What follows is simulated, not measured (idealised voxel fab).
process module | voxel lift off
cross-section cut | 280 nm wide | cells 5 nm
A cross-section is a grid of square cells, given in bands from the top down. A band is one or more rows of cells.
Each band's line starts with the height of the band's top and of its bottom, in nm. Then come its materials from left to right, each with its width in nm. One material with "throughout" fills the band from edge to edge. "air" is empty space.
Height 0 is the level under which the wafer as received is all one material. The lowest band goes on downwards, as in "0 down".
A width such as "30 to 40" changes by the same amount from each row of cells to the next, from the band's top row to its bottom row.
"no change" after a step means that no cell of the cross-section changed.
closed voids: empty space of 8 cells or more with no open way to the top, each as width x height at its distance from the left edge, in nm
after a step's settings: what the simulator itself notes on the step
overlay nm, on a step with a mask: how far to the right of its planned place the mask lay; to the left if negative
plan
1 op RECEIVE | material Si
2 op CONFORMAL_DEP | material SiN | thk nm 10
3 op PATTERN | tone open | mask id LINES | material resist | width nm 15 | pitch nm 35 | thk nm 25 | overlay nm 0
4 op DIRECTIONAL_DEP | material Ru | thk nm 10
5 op STRIP | etch materials resist
6 op CONFORMAL_DEP | material SiO2 | thk nm 5
first wafer, as planned
as received, after step 1
  0 down: Si throughout
  closed voids: none
after step 2
  10 to 0: SiN throughout
  below 0: unchanged
after step 3
  35 to 10: resist 80 | air 15 | resist 20 | air 15 | resist 20 | air 15 | resist 20 | air 15 | resist 80
  below 10: unchanged
after step 4
  45 to 35: Ru 80 | air 15 | Ru 20 | air 15 | Ru 20 | air 15 | Ru 20 | air 15 | Ru 80
  35 to 20: resist 80 | air 15 | resist 20 | air 15 | resist 20 | air 15 | resist 20 | air 15 | resist 80
  20 to 10: resist 80 | Ru 15 | resist 20 | Ru 15 | resist 20 | Ru 15 | resist 20 | Ru 15 | resist 80
  below 10: unchanged
after step 5
  20 to 10: air 80 | Ru 15 | air 20 | Ru 15 | air 20 | Ru 15 | air 20 | Ru 15 | air 80
  below 10: unchanged
after step 6
  25 to 20: air 75 | SiO2 25 | air 10 | SiO2 25 | air 10 | SiO2 25 | air 10 | SiO2 25 | air 75
  20 to 15: air 75 | SiO2 5 | Ru 15 | SiO2 5 | air 10 | SiO2 5 | Ru 15 | SiO2 5 | air 10 | SiO2 5 | Ru 15 | SiO2 5 | air 10 | SiO2 5 | Ru 15 | SiO2 5 | air 75
  15 to 10: SiO2 80 | Ru 15 | SiO2 20 | Ru 15 | SiO2 20 | Ru 15 | SiO2 20 | Ru 15 | SiO2 80
  below 10: unchanged
second wafer: like start, like plan, one mistake. Through step 3 it matches the first wafer
when step 4 should have ended: no change
when step 5 should have ended
  10 to 0: SiN throughout
  below 0: unchanged
when step 6 should have ended
  15 to 10: SiO2 throughout
  below 10: unchanged
what went wrong: step 4 was left out
at the end the second wafer has, in cells: 24 fewer of Ru | 16 fewer of SiO2
